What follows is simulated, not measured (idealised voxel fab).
process module | voxel transistor to metal
cross-section cut | 160 nm wide | cells 5 nm
A cross-section is a grid of square cells, given in bands from the top down. A band is one or more rows of cells.
Each band's line starts with the height of the band's top and of its bottom, in nm. Then come its materials from left to right, each with its width in nm. One material with "throughout" fills the band from edge to edge. "air" is empty space.
Height 0 is the level under which the wafer as received is all one material. The lowest band goes on downwards, as in "0 down".
A width such as "30 to 40" changes by the same amount from each row of cells to the next, from the band's top row to its bottom row.
"no change" after a step means that no cell of the cross-section changed.
closed voids: empty space of 8 cells or more with no open way to the top, each as width x height at its distance from the left edge, in nm
after a step's settings: what the simulator itself notes on the step
overlay nm, on a step with a mask: how far to the right of its planned place the mask lay; to the left if negative
plan
1 op RECEIVE | material Si
2 op OXIDIZE | depth nm 5
3 op CONFORMAL_DEP | material SiN | thk nm 15
4 op PATTERN | tone cover | mask id ACTIVE | material resist | width nm 120 | thk nm 15 | overlay nm 0
5 op DIRECTIONAL_ETCH | etch materials SiN | depth nm 15
6 op DIRECTIONAL_ETCH | etch materials SiO2 | depth nm 5
7 op DIRECTIONAL_ETCH | etch materials Si | depth nm 35
8 op STRIP | etch materials resist
9 op OXIDIZE | depth nm 5
10 op FILL_DEP | material SiO2 | thk nm 5
11 op CMP | height nm 15
12 op SELECTIVE_ETCH | etch materials SiO2 | depth nm 5
13 op STRIP | etch materials SiN
14 op SELECTIVE_ETCH | etch materials SiO2 | depth nm 5
15 op OXIDIZE | depth nm 5
16 op DIRECTIONAL_DEP | material polySi | thk nm 20
17 op DIRECTIONAL_DEP | material SiCN | thk nm 10
18 op MASKED_ETCH | tone cover | mask id GATE | width nm 30 | etch materials SiCN | depth nm 20 | overlay nm 0
19 op MASKED_ETCH | tone cover | mask id GATE | width nm 30 | etch materials polySi | depth nm 30 | overlay nm 0
20 op CONFORMAL_DEP | material SiO2 | thk nm 5
21 op DIRECTIONAL_ETCH | etch materials SiO2 | depth nm 5
22 op CONFORMAL_DEP | material SiN | thk nm 5
23 op DIRECTIONAL_ETCH | etch materials SiN | depth nm 5
24 op DIRECTIONAL_ETCH | etch materials SiO2 | depth nm 5
25 op DIRECTIONAL_ETCH | etch materials Si | depth nm 15
26 op EPI | material SiGe | thk nm 20
27 op FILL_DEP | material SiO2 | thk nm 10
28 op CMP | height nm 15
29 op STRIP | etch materials polySi
30 op SELECTIVE_ETCH | etch materials SiO2 | depth nm 5
31 op CONFORMAL_DEP | material HfO2 | thk nm 5
32 op CONFORMAL_DEP | material TiN | thk nm 5
33 op FILL_DEP | material W | thk nm 10
34 op CMP | height nm 10
35 op DIRECTIONAL_DEP | material SiO2 | thk nm 10
36 op PATTERN | tone open | mask id CONTACT | material resist | width nm 20 | pitch nm 90 | thk nm 15 | overlay nm 0
37 op DIRECTIONAL_ETCH | etch materials SiO2 | depth nm 25
38 op STRIP | etch materials resist
39 op CONFORMAL_DEP | material TiN | thk nm 5
40 op FILL_DEP | material W | thk nm 5
41 op CMP | height nm 20
42 op DIRECTIONAL_DEP | material TiN | thk nm 5
43 op DIRECTIONAL_DEP | material W | thk nm 20
44 op PATTERN | tone cover | mask id METAL_1 | material resist | width nm 20 | pitch nm 90 | thk nm 20 | overlay nm 0
45 op DIRECTIONAL_ETCH | etch materials W | depth nm 20
46 op DIRECTIONAL_ETCH | etch materials TiN | depth nm 5
47 op STRIP | etch materials resist
48 op CONFORMAL_DEP | material SiN | thk nm 5
49 op FILL_DEP | material SiO2 | thk nm 10
50 op CMP | height nm 45
51 op CONFORMAL_DEP | material SiCN | thk nm 5
52 op DIRECTIONAL_DEP | material SiO2 | thk nm 35
53 op PATTERN | tone open | mask id METAL_2_HOLES | material resist | width nm 15 | pitch nm 90 | thk nm 20 | overlay nm 0
54 op DIRECTIONAL_ETCH | etch materials SiO2 | depth nm 35
55 op STRIP | etch materials resist
56 op PATTERN | tone open | mask id METAL_2 | material resist | width nm 20 | pitch nm 90 | thk nm 15 | overlay nm 0
57 op DIRECTIONAL_ETCH | etch materials SiO2 | depth nm 20
58 op DIRECTIONAL_ETCH | etch materials SiCN | depth nm 5
59 op STRIP | etch materials resist
60 op CONFORMAL_DEP | material TiN | thk nm 5
61 op FILL_DEP | material Cu | thk nm 10
62 op CMP | height nm 85
63 op CONFORMAL_DEP | material SiCN | thk nm 5
as received, after step 1
  0 down: Si throughout
  closed voids: none
a wafer at the end: this start, this plan, one mistake
  90 to 85: SiO2 throughout
  85 to 70: SiO2 25 | TiN 5 | Cu 10 | TiN 5 | SiO2 70 | TiN 5 | Cu 10 | TiN 5 | SiO2 25
  70 to 65: SiO2 25 | TiN 5 | Cu 5 | TiN 10 | SiO2 70 | TiN 5 | Cu 5 | TiN 10 | SiO2 25
  65 to 50: SiO2 25 | TiN 5 | Cu 5 | TiN 5 | SiO2 75 | TiN 5 | Cu 5 | TiN 5 | SiO2 30
  50 to 45: SiCN 25 | TiN 15 | SiCN 75 | TiN 15 | SiCN 30
  45 to 25: SiO2 20 | SiN 5 | W 20 | SiN 5 | SiO2 60 | SiN 5 | W 20 | SiN 5 | SiO2 20
  25 to 20: SiN 25 | TiN 20 | SiN 70 | TiN 20 | SiN 25
  20 to 15: SiO2 25 | TiN 5 | W 10 | TiN 5 | SiO2 70 | TiN 5 | W 10 | TiN 5 | SiO2 25
  15 to 10: SiO2 25 | TiN 20 | SiO2 70 | TiN 20 | SiO2 25
  10 to 5: SiO2 25 | TiN 10 | SiGe 20 | SiN 5 | HfO2 5 | TiN 5 | W 20 | TiN 5 | HfO2 5 | SiN 5 | SiGe 20 | TiN 10 | SiO2 25
  5 to 0: SiO2 20 | SiN 5 | TiN 10 | SiGe 20 | SiN 5 | HfO2 5 | TiN 5 | W 20 | TiN 5 | HfO2 5 | SiN 5 | SiGe 20 | TiN 10 | SiN 5 | SiO2 20
  0 to -5: SiO2 20 | SiN 5 | TiN 10 | SiGe 20 | SiN 5 | HfO2 5 | TiN 30 | HfO2 5 | SiN 5 | SiGe 20 | TiN 10 | SiN 5 | SiO2 20
  -5 to -10: SiO2 25 | SiGe 30 | SiO2 5 | HfO2 40 | SiO2 5 | SiGe 30 | SiO2 25
  -10 to -25: SiO2 25 | SiGe 30 | Si 50 | SiGe 30 | SiO2 25
  -25 to -45: SiO2 25 | Si 110 | SiO2 25
  -45 down: Si throughout
  closed voids: none
what went wrong: step 63 ran as: op CONFORMAL_DEP | material SiO2 | thk nm 5
